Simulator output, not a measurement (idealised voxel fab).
Presented below is a process module, voxel trench capacitor.
In the cross-section labelled cut, the width is 295 nm and each square cell is 5 nm.
Cross-sections here: square-cell grids, written as top-down lists of bands, a band being one or more rows of cells.
For a band, the entry starts with two heights in nm, that of the top and then that of the bottom, and carries on with the band's materials in order from left to right, each alongside its width in nm; the word "throughout" beside a single material means it fills the band edge to edge, and "empty" means empty space.
Where do heights start? At 0: under that level the wafer as delivered is made of one material only. And the lowest band has no floor; it just carries on downward, as in "top 0, no bottom".
Quick explanation for "30->40": the width changes in equal steps down the rows of cells, from the first number in the band's top row to the second number in its bottom row.
What does "nothing got changed" mean for a step? It means no cell of the cross-section changed in that step.
The entry "Sealed-off cavities" lists the empty spaces that cover at least 8 cells and have no open path to the top. Each is written as width x height at distance, where the distance is measured from the left edge and all three values are in nm.
Formally, on a step line, whatever follows the settings is a remark that the simulator itself makes on the step.
If you see "overlay nm" on a step's line and that step has a mask, it's telling you how far right of where it was planned the mask ended up; a negative number means it went left instead.
### The following list gives the planned process steps
| 1 | RECEIVE | material Si |
| 2 | CONFORMAL_DEP | material SiN | thk nm 5 |
| 3 | MASKED_ETCH | tone open | mask id TRENCH | width nm 20 | pitch nm 50 | etch materials SiN | depth nm 5 | overlay nm 0 |
| 4 | MASKED_ETCH | tone open | mask id TRENCH | width nm 20 | pitch nm 50 | etch materials Si | depth nm 30 | overlay nm 0 |
| 5 | CONFORMAL_DEP | material SiO2 | thk nm 5 |
| 6 | FILL_DEP | material polySi | thk nm 10 |
| 7 | CMP | height nm 5 |
### Below: the first of two wafers, run as planned
### So this is the incoming wafer in cross-section - it's already been through step 1
    top 0, no bottom | Si throughout
    Sealed-off cavities: none
### Cross-section of the wafer subsequent to step 2
    top 5, bottom 0 | SiN throughout
    Below 0, the layers are the same as they were.
### Cross-section of the wafer subsequent to step 3
    top 5, bottom 0 | SiN 85, empty 20, SiN 30, empty 20, SiN 30, empty 20, SiN 90
    Below 0, the layers are the same as they were.
### Cross-section of the wafer subsequent to step 4
    top 5, bottom 0 | SiN 85, empty 20, SiN 30, empty 20, SiN 30, empty 20, SiN 90
    top 0, bottom -30 | Si 85, empty 20, Si 30, empty 20, Si 30, empty 20, Si 90
    Below -30, the layers are the same as they were.
### Cross-section of the wafer subsequent to step 5
    top 10, bottom 5 | SiO2 90, empty 10, SiO2 40, empty 10, SiO2 40, empty 10, SiO2 95
    top 5, bottom 0 | SiN 85, SiO2 5, empty 10, SiO2 5, SiN 30, SiO2 5, empty 10, SiO2 5, SiN 30, SiO2 5, empty 10, SiO2 5, SiN 90
    top 0, bottom -25 | Si 85, SiO2 5, empty 10, SiO2 5, Si 30, SiO2 5, empty 10, SiO2 5, Si 30, SiO2 5, empty 10, SiO2 5, Si 90
    top -25, bottom -30 | Si 85, SiO2 20, Si 30, SiO2 20, Si 30, SiO2 20, Si 90
    Below -30, the layers are the same as they were.
### Cross-section of the wafer subsequent to step 6
    top 20, bottom 10 | polySi throughout
    top 10, bottom 5 | SiO2 90, polySi 10, SiO2 40, polySi 10, SiO2 40, polySi 10, SiO2 95
    top 5, bottom 0 | SiN 85, SiO2 5, polySi 10, SiO2 5, SiN 30, SiO2 5, polySi 10, SiO2 5, SiN 30, SiO2 5, polySi 10, SiO2 5, SiN 90
    top 0, bottom -25 | Si 85, SiO2 5, polySi 10, SiO2 5, Si 30, SiO2 5, polySi 10, SiO2 5, Si 30, SiO2 5, polySi 10, SiO2 5, Si 90
    Below -25, the layers are the same as they were.
### Cross-section of the wafer subsequent to step 7
    top 5, bottom 0 | SiN 85, SiO2 5, polySi 10, SiO2 5, SiN 30, SiO2 5, polySi 10, SiO2 5, SiN 30, SiO2 5, polySi 10, SiO2 5, SiN 90
    Below 0, the layers are the same as they were.
### The second wafer: identical to the first at the outset and in its planned sequence, differing only in that one mistake was made during processing; up to and including step 3, its path is the first wafer's path
### Cross-section of the second wafer at the time by which step 4 should have been completed according to the plan
    top 5, bottom 0 | SiN 85, empty 20, SiN 30, empty 20, SiN 30, empty 20, SiN 90
    top 0, bottom -30 | Si 85, empty 15, Si 35, empty 15, Si 35, empty 15, Si 95
    Below -30, the layers are the same as they were.
### Cross-section of the second wafer at the time by which step 5 should have been completed according to the plan
    top 10, bottom 5 | SiO2 90, empty 10, SiO2 40, empty 10, SiO2 40, empty 10, SiO2 95
    top 5, bottom 0 | SiN 85, SiO2 5, empty 5, SiO2 10, SiN 30, SiO2 5, empty 5, SiO2 10, SiN 30, SiO2 5, empty 5, SiO2 10, SiN 90
    top 0, bottom -25 | Si 85, SiO2 5, empty 5, SiO2 5, Si 35, SiO2 5, empty 5, SiO2 5, Si 35, SiO2 5, empty 5, SiO2 5, Si 95
    top -25, bottom -30 | Si 85, SiO2 15, Si 35, SiO2 15, Si 35, SiO2 15, Si 95
    Below -30, the layers are the same as they were.
### Cross-section of the second wafer at the time by which step 6 should have been completed according to the plan
    top 20, bottom 10 | polySi throughout
    top 10, bottom 5 | SiO2 90, polySi 10, SiO2 40, polySi 10, SiO2 40, polySi 10, SiO2 95
    top 5, bottom 0 | SiN 85, SiO2 5, polySi 5, SiO2 10, SiN 30, SiO2 5, polySi 5, SiO2 10, SiN 30, SiO2 5, polySi 5, SiO2 10, SiN 90
    top 0, bottom -25 | Si 85, SiO2 5, polySi 5, SiO2 5, Si 35, SiO2 5, polySi 5, SiO2 5, Si 35, SiO2 5, polySi 5, SiO2 5, Si 95
    Below -25, the layers are the same as they were.
### Cross-section of the second wafer at the time by which step 7 should have been completed according to the plan
    top 5, bottom 0 | SiN 85, SiO2 5, polySi 5, SiO2 10, SiN 30, SiO2 5, polySi 5, SiO2 10, SiN 30, SiO2 5, polySi 5, SiO2 10, SiN 90
    Below 0, the layers are the same as they were.
Deviation from plan: step 4 off recipe, ran as MASKED_ETCH | tone open | mask id TRENCH | width nm 20 | pitch nm 50 | etch materials Si | depth nm 30 | overlay nm -5
End of process, cell counts, second wafer against first, materials with more or fewer: +18 Si | -18 polySi
